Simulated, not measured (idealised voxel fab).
Presented below is a process module, voxel wiring stack.
It is cross-section cut that appears here, measuring 155 nm in width, its square cells being 5 nm in size.
A cross-section in this document is a grid of square cells, and it is written down as bands, the top band listed before the ones below it; a band is made up of one or more rows of cells.
Within each band entry, the heights of the top and of the bottom of the band appear first, in that order and in nm; the materials of the band then follow from left to right, each with its corresponding width in nm. The designation "throughout" on a single material indicates that it fills the band from edge to edge; the designation "empty" indicates empty space.
Zero point of the height axis is 0; under it, received wafer = one material. Lowest band: continues down indefinitely, "0 nm and below".
The expression "30->40" gives the width at the extremes of the band, the first number at its top row of cells and the second at its bottom row, with the width changing by equal amounts from each row to the next in between.
"no change occurred", as given for a step, is the statement that not any cell of the cross-section underwent a change during that step.
The list in "Listed closed voids" covers empty spaces of 8 cells or more that cannot reach the top through any open way, and it gives each as width x height at distance; the distance is from the left edge, and width, height and distance are in nm.
Past the settings on a step's line: simulator remark, on that step.
overlay nm: right-of-plan distance of the mask on a masked step; negative values mean left-of-plan.
### List of planned process steps
| 1 | RECEIVE, material Si |
| 2 | CONFORMAL_DEP, material SiO2, thk nm 15 |
| 3 | DIRECTIONAL_DEP, material TiN, thk nm 5 |
| 4 | DIRECTIONAL_DEP, material Ru, thk nm 20 |
| 5 | PATTERN, tone cover, mask id METAL_1, material resist, width nm 20, pitch nm 35, thk nm 15, overlay nm 0 |
| 6 | DIRECTIONAL_ETCH, etch materials Ru, depth nm 20 |
| 7 | DIRECTIONAL_ETCH, etch materials TiN, depth nm 5 |
| 8 | STRIP, etch materials resist |
| 9 | CONFORMAL_DEP, material SiN, thk nm 5 |
| 10 | FILL_DEP, material SiO2, thk nm 5 |
| 11 | CMP, height nm 40 |
| 12 | CONFORMAL_DEP, material SiCN, thk nm 5 |
| 13 | DIRECTIONAL_DEP, material SiO2, thk nm 10 |
| 14 | PATTERN, tone open, mask id PLUG_1, material resist, width nm 15, pitch nm 70, thk nm 15, overlay nm 0 |
| 15 | DIRECTIONAL_ETCH, etch materials SiO2, depth nm 10 |
| 16 | DIRECTIONAL_ETCH, etch materials SiCN, depth nm 5 |
| 17 | STRIP, etch materials resist |
| 18 | CONFORMAL_DEP, material TiN, thk nm 5 |
| 19 | FILL_DEP, material Cu, thk nm 5 |
| 20 | CMP, height nm 55 |
| 21 | CONFORMAL_DEP, material SiN, thk nm 5 |
| 22 | DIRECTIONAL_DEP, material lowk, thk nm 25 |
| 23 | DIRECTIONAL_DEP, material aC, thk nm 15 |
| 24 | PATTERN, tone open, mask id METAL_2, material resist, width nm 20, pitch nm 35, thk nm 30, overlay nm 0 |
| 25 | DIRECTIONAL_ETCH, etch materials aC, depth nm 15 |
| 26 | STRIP, etch materials resist |
| 27 | DIRECTIONAL_ETCH, etch materials lowk, depth nm 15 |
| 28 | DIRECTIONAL_ETCH, etch materials SiN, depth nm 5 |
| 29 | STRIP, etch materials aC |
| 30 | CONFORMAL_DEP, material TiN, thk nm 5 |
| 31 | FILL_DEP, material Cu, thk nm 10 |
| 32 | CMP, height nm 85 |
| 33 | EPI, material Ru, thk nm 5 |
| 34 | FILL_DEP, material SiCN, thk nm 5 |
| 35 | DIRECTIONAL_DEP, material SiO2, thk nm 20 |
| 36 | PATTERN, tone open, mask id PLUG_2, material resist, width nm 15, pitch nm 35, thk nm 15, overlay nm 0 |
| 37 | DIRECTIONAL_ETCH, etch materials SiO2, depth nm 20 |
| 38 | DIRECTIONAL_ETCH, etch materials SiCN, depth nm 5 |
| 39 | STRIP, etch materials resist |
| 40 | EPI, material Ru, thk nm 10 |
| 41 | EPI, material Ru, thk nm 10 |
| 42 | EPI, material Ru, thk nm 5 |
| 43 | CONFORMAL_DEP, material SiN, thk nm 5 |
| 44 | DIRECTIONAL_DEP, material lowk, thk nm 15 |
| 45 | MASKED_ETCH, tone open, mask id METAL_3, width nm 20, pitch nm 35, etch materials lowk, depth nm 15, overlay nm 0 |
| 46 | MASKED_ETCH, tone open, mask id METAL_3, width nm 20, pitch nm 35, etch materials SiN, depth nm 5, overlay nm 0 |
| 47 | CONFORMAL_DEP, material TiN, thk nm 5 |
| 48 | FILL_DEP, material Cu, thk nm 5 |
| 49 | CMP, height nm 135 |
| 50 | CONFORMAL_DEP, material SiN, thk nm 5 |
Don't read the plan's depth nm for step 27 as applying to every wafer: that's the first wafer's value, and the wafers differ in it, though they all start identical.
### First of several wafers, received after step 1, in cross-section
	0 nm and below: Si throughout
	Listed closed voids: none
### The following table contains a row per wafer, in which are reported, at the conclusion of the module, the cells of each material gained (+) or lost (-) since the wafer's receipt, with its closed voids given thereafter
depth nm 15; +34 Cu; +111 Ru; +60 SiCN; +124 SiN; +283 SiO2; +80 TiN; +176 lowk; Listed closed voids: none
depth nm 20; +40 Cu; +111 Ru; +60 SiCN; +124 SiN; +283 SiO2; +86 TiN; +164 lowk; Listed closed voids: none
depth nm 25; +52 Cu; +111 Ru; +60 SiCN; +112 SiN; +283 SiO2; +98 TiN; +152 lowk; Listed closed voids: none
depth nm 30; +52 Cu; +111 Ru; +60 SiCN; +112 SiN; +283 SiO2; +98 TiN; +152 lowk; Listed closed voids: none
depth nm 35; +52 Cu; +111 Ru; +60 SiCN; +112 SiN; +283 SiO2; +98 TiN; +152 lowk; Listed closed voids: none
depth nm 40; +52 Cu; +111 Ru; +60 SiCN; +112 SiN; +283 SiO2; +98 TiN; +152 lowk; Listed closed voids: none
